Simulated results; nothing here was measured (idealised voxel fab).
Module name: voxel transistor to metal (process module)
The width of the displayed cross-section, cut, is 300 nm; its cells are square, with a size of 5 nm.
How to read a cross-section here: the picture is a grid of square cells, written as bands going from the top down, and any band can span one or more rows of cells. Band: top and bottom heights (nm) first, top before bottom; then materials from left to right, widths in nm. "all across" marks a sole material filling the band edge to edge. "blank" denotes empty space. Ref level 0: as-received wafer is one material below here. Bottom band extends down with no lower bound ("0 nm and below"). When a width is written as two numbers, as in "30->40", the first number is the width in the top row of cells of the band and the second is the width in its bottom row, and the width changes by the same amount from each row to the next. No cell of the cross-section changed in a step that is given as "nothing different". Entry "Voids, sealed" = empty spaces >= 8 cells with no open way to the top; each as width x height at distance, distance from left edge, all nm. The remark found on a step's line after its settings is issued by the simulator itself and pertains to that step. overlay nm: mask right of planned place by this much (step with mask). Neg. = left.

### List of planned process steps
step 1: RECEIVE with material Si
step 2: OXIDIZE with depth nm 5
step 3: CONFORMAL_DEP with material SiN, thk nm 10
step 4: MASKED_ETCH with tone cover, mask id ACTIVE, width nm 110, pitch nm 140, etch materials SiN, depth nm 10, overlay nm 0
step 5: MASKED_ETCH with tone cover, mask id ACTIVE, width nm 110, pitch nm 140, etch materials SiO2, depth nm 5, overlay nm 0
step 6: MASKED_ETCH with tone cover, mask id ACTIVE, width nm 110, pitch nm 140, etch materials Si, depth nm 35, overlay nm 0
step 7: FILL_DEP with material SiO2, thk nm 15
step 8: CMP with height nm 10
step 9: SELECTIVE_ETCH with etch materials SiO2, depth nm 10
step 10: STRIP with etch materials SiN
step 11: SELECTIVE_ETCH with etch materials SiO2, depth nm 5
step 12: OXIDIZE with depth nm 5
step 13: DIRECTIONAL_DEP with material polySi, thk nm 30
step 14: DIRECTIONAL_DEP with material SiCN, thk nm 15
step 15: PATTERN with tone cover, mask id GATE, material resist, width nm 20, pitch nm 140, thk nm 15, overlay nm 0
step 16: DIRECTIONAL_ETCH with etch materials SiCN, depth nm 25
step 17: DIRECTIONAL_ETCH with etch materials polySi, depth nm 40
step 18: STRIP with etch materials resist
step 19: CONFORMAL_DEP with material SiO2, thk nm 5
step 20: DIRECTIONAL_ETCH with etch materials SiO2, depth nm 5
step 21: CONFORMAL_DEP with material SiN, thk nm 5
step 22: DIRECTIONAL_ETCH with etch materials SiN, depth nm 5
step 23: DIRECTIONAL_ETCH with etch materials SiO2, depth nm 5
step 24: DIRECTIONAL_ETCH with etch materials Si, depth nm 15
step 25: EPI with material pSi, thk nm 15
step 26: FILL_DEP with material SiO2, thk nm 5
step 27: CMP with height nm 40
step 28: DIRECTIONAL_DEP with material SiO2, thk nm 10
step 29: MASKED_ETCH with tone open, mask id CONTACT, width nm 20, pitch nm 70, etch materials SiO2, depth nm 60, overlay nm 0
step 30: CONFORMAL_DEP with material TiN, thk nm 5
step 31: FILL_DEP with material W, thk nm 5
step 32: CMP with height nm 50
step 33: CONFORMAL_DEP with material SiCN, thk nm 5
step 34: DIRECTIONAL_DEP with material SiO2, thk nm 25
step 35: MASKED_ETCH with tone open, mask id METAL_1, width nm 20, pitch nm 70, etch materials SiO2, depth nm 25, overlay nm 0
step 36: MASKED_ETCH with tone open, mask id METAL_1, width nm 20, pitch nm 70, etch materials SiCN, depth nm 5, overlay nm 0
step 37: CONFORMAL_DEP with material TiN, thk nm 5
step 38: FILL_DEP with material Cu, thk nm 10
step 39: CMP with height nm 80
step 40: EPI with material Ru, thk nm 5
step 41: FILL_DEP with material SiCN, thk nm 5

### Cross-section of the wafer upon arrival, representing the state reached after step 1
  0 nm and below  Si all across
  Voids, sealed: none

### The following cross-section depicts the wafer upon conclusion of the module. Processing commenced from the starting condition illustrated above and adhered to the plan illustrated above, save for one mistake in execution
  90 nm to 85 nm  SiCN all across
  85 nm to 80 nm  40 Ru, then 10 SiCN, then 60 Ru, then 10 SiCN, then 60 Ru, then 10 SiCN, then 60 Ru, then 10 SiCN, then 40 Ru
  80 nm to 60 nm  30 Cu, then 5 TiN, then 20 SiO2, then 5 TiN, then 40 Cu, then 5 TiN, then 20 SiO2, then 5 TiN, then 40 Cu, then 5 TiN, then 20 SiO2, then 5 TiN, then 40 Cu, then 5 TiN, then 20 SiO2, then 5 TiN, then 30 Cu
  60 nm to 55 nm  35 TiN, then 20 SiO2, then 50 TiN, then 20 SiO2, then 50 TiN, then 20 SiO2, then 50 TiN, then 20 SiO2, then 35 TiN
  55 nm to 50 nm  SiCN all across
  50 nm to 40 nm  35 SiO2, then 5 TiN, then 10 W, then 5 TiN, then 50 SiO2, then 5 TiN, then 10 W, then 5 TiN, then 50 SiO2, then 5 TiN, then 10 W, then 5 TiN, then 50 SiO2, then 5 TiN, then 10 W, then 5 TiN, then 35 SiO2
  40 nm to 25 nm  35 SiO2, then 5 TiN, then 10 W, then 5 TiN, then 5 SiO2, then 5 SiN, then 5 SiO2, then 20 SiCN, then 5 SiO2, then 5 SiN, then 5 SiO2, then 5 TiN, then 10 W, then 5 TiN, then 50 SiO2, then 5 TiN, then 10 W, then 5 TiN, then 5 SiO2, then 5 SiN, then 5 SiO2, then 20 SiCN, then 5 SiO2, then 5 SiN, then 5 SiO2, then 5 TiN, then 10 W, then 5 TiN, then 35 SiO2
  25 nm to 10 nm  35 SiO2, then 5 TiN, then 10 W, then 5 TiN, then 5 SiO2, then 5 SiN, then 5 SiO2, then 20 polySi, then 5 SiO2, then 5 SiN, then 5 SiO2, then 5 TiN, then 10 W, then 5 TiN, then 50 SiO2, then 5 TiN, then 10 W, then 5 TiN, then 5 SiO2, then 5 SiN, then 5 SiO2, then 20 polySi, then 5 SiO2, then 5 SiN, then 5 SiO2, then 5 TiN, then 10 W, then 5 TiN, then 35 SiO2
  10 nm to 5 nm  35 SiO2, then 20 TiN, then 5 SiO2, then 5 SiN, then 5 SiO2, then 20 polySi, then 5 SiO2, then 5 SiN, then 5 SiO2, then 20 TiN, then 50 SiO2, then 20 TiN, then 5 SiO2, then 5 SiN, then 5 SiO2, then 20 polySi, then 5 SiO2, then 5 SiN, then 5 SiO2, then 20 TiN, then 35 SiO2
  5 nm to -5 nm  35 SiO2, then 10 TiN, then 15 pSi, then 5 SiN, then 5 SiO2, then 20 polySi, then 5 SiO2, then 5 SiN, then 15 pSi, then 10 TiN, then 50 SiO2, then 10 TiN, then 15 pSi, then 5 SiN, then 5 SiO2, then 20 polySi, then 5 SiO2, then 5 SiN, then 15 pSi, then 10 TiN, then 35 SiO2
  -5 nm to -10 nm  35 SiO2, then 10 TiN, then 15 pSi, then 40 SiO2, then 15 pSi, then 10 TiN, then 50 SiO2, then 10 TiN, then 15 pSi, then 40 SiO2, then 15 pSi, then 10 TiN, then 35 SiO2
  -10 nm to -25 nm  25 SiO2, then 35 pSi, then 40 Si, then 35 pSi, then 30 SiO2, then 35 pSi, then 40 Si, then 35 pSi, then 25 SiO2
  -25 nm to -40 nm  25 SiO2, then 110 Si, then 30 SiO2, then 110 Si, then 25 SiO2
  -40 nm and below  Si all across
  Voids, sealed: none
In executing the process, a mistake was made relative to the plan: planned and actual differ for step 35; actual: MASKED_ETCH with tone cover, mask id METAL_1, width nm 20, pitch nm 70, etch materials SiO2, depth nm 25, overlay nm 0
